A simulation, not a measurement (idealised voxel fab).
process module | voxel capacitor over wiring
cross-section cut | 155 nm wide | cells 5 nm
A cross-section is a grid of square cells, given in bands from the top down. A band is one or more rows of cells.
Each band's line starts with the height of the band's top and of its bottom, in nm. Then come its materials from left to right, each with its width in nm. One material with "throughout" fills the band from edge to edge. "air" is empty space.
Height 0 is the level under which the wafer as received is all one material. The lowest band goes on downwards, as in "0 down".
A width such as "30 to 40" changes by the same amount from each row of cells to the next, from the band's top row to its bottom row.
"no change" after a step means that no cell of the cross-section changed.
closed voids: empty space of 8 cells or more with no open way to the top, each as width x height at its distance from the left edge, in nm
after a step's settings: what the simulator itself notes on the step
overlay nm, on a step with a mask: how far to the right of its planned place the mask lay; to the left if negative
plan
1 op RECEIVE | material Si
2 op CONFORMAL_DEP | material SiO2 | thk nm 15
3 op CONFORMAL_DEP | material SiN | thk nm 5
4 op DIRECTIONAL_DEP | material SiO2 | thk nm 25
5 op PATTERN | tone open | mask id METAL_1 | material resist | width nm 25 | pitch nm 80 | thk nm 15 | overlay nm 0
6 op DIRECTIONAL_ETCH | etch materials SiO2 | depth nm 25
7 op DIRECTIONAL_ETCH | etch materials SiN | depth nm 5
8 op STRIP | etch materials resist
9 op CONFORMAL_DEP | material TiN | thk nm 5
10 op FILL_DEP | material Cu | thk nm 10
11 op CMP | height nm 45
12 op CONFORMAL_DEP | material SiCN | thk nm 5
13 op DIRECTIONAL_DEP | material lowk | thk nm 20
14 op DIRECTIONAL_DEP | material aC | thk nm 10
15 op PATTERN | tone open | mask id PLUG_1 | material resist | width nm 15 | thk nm 30 | overlay nm 0
16 op DIRECTIONAL_ETCH | etch materials aC | depth nm 10
17 op STRIP | etch materials resist
18 op DIRECTIONAL_ETCH | etch materials lowk | depth nm 20
19 op DIRECTIONAL_ETCH | etch materials SiCN | depth nm 5
20 op STRIP | etch materials aC
21 op EPI | material Ru | thk nm 10
22 op EPI | material Ru | thk nm 10
23 op EPI | material Ru | thk nm 5
24 op DIRECTIONAL_DEP | material TiN | thk nm 5
25 op DIRECTIONAL_DEP | material SiN | thk nm 5
26 op DIRECTIONAL_DEP | material TiN | thk nm 10
27 op MASKED_ETCH | tone cover | mask id UPPER_PLATE | width nm 60 | etch materials TiN | depth nm 10 | overlay nm 0
28 op MASKED_ETCH | tone cover | mask id UPPER_PLATE | width nm 60 | etch materials SiN | depth nm 5 | overlay nm 0
29 op MASKED_ETCH | tone cover | mask id LOWER_PLATE | width nm 70 | etch materials TiN | depth nm 5 | overlay nm 0
30 op FILL_DEP | material SiO2 | thk nm 20
31 op CMP | height nm 105
32 op MASKED_ETCH | tone open | mask id PLUG_2 | width nm 15 | etch materials SiO2 | depth nm 15 | overlay nm 0
33 op CONFORMAL_DEP | material TiN | thk nm 5
34 op FILL_DEP | material W | thk nm 5
35 op CMP | height nm 105
36 op CONFORMAL_DEP | material SiN | thk nm 5
first wafer, as planned
as received, after step 1
  0 down: Si throughout
  closed voids: none
after step 2
  15 to 0: SiO2 throughout
  below 0: unchanged
after step 3
  20 to 15: SiN throughout
  below 15: unchanged
after step 4
  45 to 20: SiO2 throughout
  below 20: unchanged
after step 5
  60 to 45: resist 25 | air 25 | resist 55 | air 25 | resist 25
  below 45: unchanged
after step 6
  60 to 45: resist 25 | air 25 | resist 55 | air 25 | resist 25
  45 to 20: SiO2 25 | air 25 | SiO2 55 | air 25 | SiO2 25
  below 20: unchanged
after step 7
  60 to 45: resist 25 | air 25 | resist 55 | air 25 | resist 25
  45 to 20: SiO2 25 | air 25 | SiO2 55 | air 25 | SiO2 25
  20 to 15: SiN 25 | air 25 | SiN 55 | air 25 | SiN 25
  below 15: unchanged
after step 8
  45 to 20: SiO2 25 | air 25 | SiO2 55 | air 25 | SiO2 25
  below 20: unchanged
after step 9
  50 to 45: TiN 30 | air 15 | TiN 65 | air 15 | TiN 30
  45 to 20: SiO2 25 | TiN 5 | air 15 | TiN 5 | SiO2 55 | TiN 5 | air 15 | TiN 5 | SiO2 25
  20 to 15: SiN 25 | TiN 25 | SiN 55 | TiN 25 | SiN 25
  below 15: unchanged
after step 10
  60 to 50: Cu throughout
  50 to 45: TiN 30 | Cu 15 | TiN 65 | Cu 15 | TiN 30
  45 to 20: SiO2 25 | TiN 5 | Cu 15 | TiN 5 | SiO2 55 | TiN 5 | Cu 15 | TiN 5 | SiO2 25
  below 20: unchanged
after step 11
  45 to 20: SiO2 25 | TiN 5 | Cu 15 | TiN 5 | SiO2 55 | TiN 5 | Cu 15 | TiN 5 | SiO2 25
  below 20: unchanged
after step 12
  50 to 45: SiCN throughout
  below 45: unchanged
after step 13
  70 to 50: lowk throughout
  below 50: unchanged
after step 14
  80 to 70: aC throughout
  below 70: unchanged
after step 15
  110 to 80: resist 35 | air 15 | resist 105
  below 80: unchanged
after step 16
  100 to 80: resist 35 | air 15 | resist 105
  80 to 70: aC 35 | air 15 | aC 105
  below 70: unchanged
after step 17
  80 to 70: aC 35 | air 15 | aC 105
  below 70: unchanged
after step 18
  80 to 70: aC 35 | air 15 | aC 105
  70 to 50: lowk 35 | air 15 | lowk 105
  below 50: unchanged
after step 19
  80 to 70: aC 35 | air 15 | aC 105
  70 to 50: lowk 35 | air 15 | lowk 105
  50 to 45: SiCN 35 | air 15 | SiCN 105
  below 45: unchanged
after step 20
  70 to 50: lowk 35 | air 15 | lowk 105
  below 50: unchanged
after step 21
  70 to 55: lowk 35 | air 15 | lowk 105
  55 to 50: lowk 35 | Ru 15 | lowk 105
  50 to 45: SiCN 35 | Ru 15 | SiCN 105
  below 45: unchanged
after step 22
  70 to 65: lowk 35 | air 15 | lowk 105
  65 to 50: lowk 35 | Ru 15 | lowk 105
  below 50: unchanged
after step 23
  70 to 50: lowk 35 | Ru 15 | lowk 105
  below 50: unchanged
after step 24
  75 to 70: TiN throughout
  below 70: unchanged
after step 25
  80 to 75: SiN throughout
  below 75: unchanged
after step 26
  90 to 80: TiN throughout
  below 80: unchanged
after step 27
  90 to 80: air 35 | TiN 60 | air 60
  below 80: unchanged
after step 28
  90 to 80: air 35 | TiN 60 | air 60
  80 to 75: air 35 | SiN 60 | air 60
  below 75: unchanged
after step 29
  90 to 80: air 35 | TiN 60 | air 60
  80 to 75: air 35 | SiN 60 | air 60
  75 to 70: air 30 | TiN 70 | air 55
  below 70: unchanged
after step 30
  110 to 90: SiO2 throughout
  90 to 80: SiO2 35 | TiN 60 | SiO2 60
  80 to 75: SiO2 35 | SiN 60 | SiO2 60
  75 to 70: SiO2 30 | TiN 70 | SiO2 55
  below 70: unchanged
after step 31
  105 to 90: SiO2 throughout
  below 90: unchanged
after step 32
  105 to 90: SiO2 45 | air 15 | SiO2 95
  below 90: unchanged
after step 33
  110 to 105: TiN 50 | air 5 | TiN 100
  105 to 95: SiO2 45 | TiN 5 | air 5 | TiN 5 | SiO2 95
  95 to 90: SiO2 45 | TiN 15 | SiO2 95
  below 90: unchanged
after step 34
  115 to 110: W throughout
  110 to 105: TiN 50 | W 5 | TiN 100
  105 to 95: SiO2 45 | TiN 5 | W 5 | TiN 5 | SiO2 95
  below 95: unchanged
after step 35
  105 to 95: SiO2 45 | TiN 5 | W 5 | TiN 5 | SiO2 95
  below 95: unchanged
after step 36
  110 to 105: SiN throughout
  below 105: unchanged
second wafer: like start, like plan, one mistake. Through step 28 it matches the first wafer
when step 29 should have ended
  85 to 80: air 35 | TiN 60 | air 60
  80 to 75: air 35 | SiN 60 | air 60
  75 to 70: TiN 30 | air 5 | TiN 60 | air 5 | TiN 55
  below 70: unchanged
when step 30 should have ended
  105 to 85: SiO2 throughout
  85 to 80: SiO2 35 | TiN 60 | SiO2 60
  80 to 75: SiO2 35 | SiN 60 | SiO2 60
  75 to 70: TiN 30 | SiO2 5 | TiN 60 | SiO2 5 | TiN 55
  below 70: unchanged
when step 31 should have ended: no change
when step 32 should have ended
  105 to 90: SiO2 45 | air 15 | SiO2 95
  below 90: unchanged
when step 33 should have ended
  110 to 105: TiN 50 | air 5 | TiN 100
  105 to 95: SiO2 45 | TiN 5 | air 5 | TiN 5 | SiO2 95
  95 to 90: SiO2 45 | TiN 15 | SiO2 95
  below 90: unchanged
when step 34 should have ended
  115 to 110: W throughout
  110 to 105: TiN 50 | W 5 | TiN 100
  105 to 95: SiO2 45 | TiN 5 | W 5 | TiN 5 | SiO2 95
  below 95: unchanged
when step 35 should have ended
  105 to 95: SiO2 45 | TiN 5 | W 5 | TiN 5 | SiO2 95
  below 95: unchanged
when step 36 should have ended
  110 to 105: SiN throughout
  below 105: unchanged
what went wrong: step 29 ran as: op MASKED_ETCH | tone open | mask id LOWER_PLATE | width nm 70 | etch materials TiN | depth nm 5 | overlay nm 0
at the end the second wafer has, in cells: 3 fewer of SiO2 | 3 more of TiN
